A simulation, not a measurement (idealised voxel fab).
Documented hereafter: the process module known as voxel lift off.
Section cut is 265 nm wide and gridded with 5 nm square cells.
Cross-section layout: square cells on a grid; listed as bands, top to bottom; a band spans one or more cell rows.
For a band, the entry starts with two heights in nm, that of the top and then that of the bottom, and carries on with the band's materials in order from left to right, each alongside its width in nm; the word "everywhere" beside a single material means it fills the band edge to edge, and "air" means empty space.
It should be noted that heights are counted from 0, beneath which the wafer as supplied is of one material throughout, and that the lowest band possesses no lower boundary but continues downward, as written in "from 0 down".
Per-row width for "30->40": begins at first number (top row of band), ends at second number (bottom row), increment between rows held constant.
When a step is marked "no change occurred", none of the cells in the cross-section changed during that step.
The entry titled "Voids, fully enclosed" provides the empty spaces that have no open way to the top, restricted to those of 8 cells or more. Each is presented as width x height at distance, the distance being measured from the left edge, with all three in nm.
Formally, on a step line, whatever follows the settings is a remark that the simulator itself makes on the step.
"overlay nm", when on a step's line for a step with a mask, measures how far to the right of its planned place the mask lay; a negative measure means to the left.
THE PLANNED PROCESS STEPS ARE ENUMERATED HEREUNDER
1 RECEIVE,material Si
2 CONFORMAL_DEP,material SiO2,thk nm 5
3 PATTERN,tone open,mask id LINES,material resist,width nm 30,pitch nm 50,thk nm 25,overlay nm -15
4 DIRECTIONAL_DEP,material Ru,thk nm 15
5 STRIP,etch materials resist
6 CONFORMAL_DEP,material SiN,thk nm 5
The wafers in this document start out alike and differ in the overlay nm applied at step 3; the plan shows the value used for the first wafer.
CROSS-SECTION OF THE FIRST INCOMING WAFER OF SEVERAL, STATE AFTER STEP 1
- from 0 down = Si everywhere
- Voids, fully enclosed: none
EVERY ROW IN THIS TABLE IS A WAFER AT THE END OF THE MODULE, AND IT GIVES, FOR EACH OF THE MATERIALS, THE CELLS THAT WAFER HAS GAINED (+) OR LOST (-) SINCE IT WAS RECEIVED, THEN ITS CLOSED VOIDS
overlay nm -15, +54 Ru, +71 SiN, +53 SiO2, Voids, fully enclosed: none
overlay nm -10, +54 Ru, +71 SiN, +53 SiO2, Voids, fully enclosed: none
overlay nm -5, +54 Ru, +71 SiN, +53 SiO2, Voids, fully enclosed: none
overlay nm 0, +54 Ru, +71 SiN, +53 SiO2, Voids, fully enclosed: none
overlay nm 5, +54 Ru, +71 SiN, +53 SiO2, Voids, fully enclosed: none
overlay nm 10, +54 Ru, +71 SiN, +53 SiO2, Voids, fully enclosed: none
overlay nm 15, +54 Ru, +71 SiN, +53 SiO2, Voids, fully enclosed: none
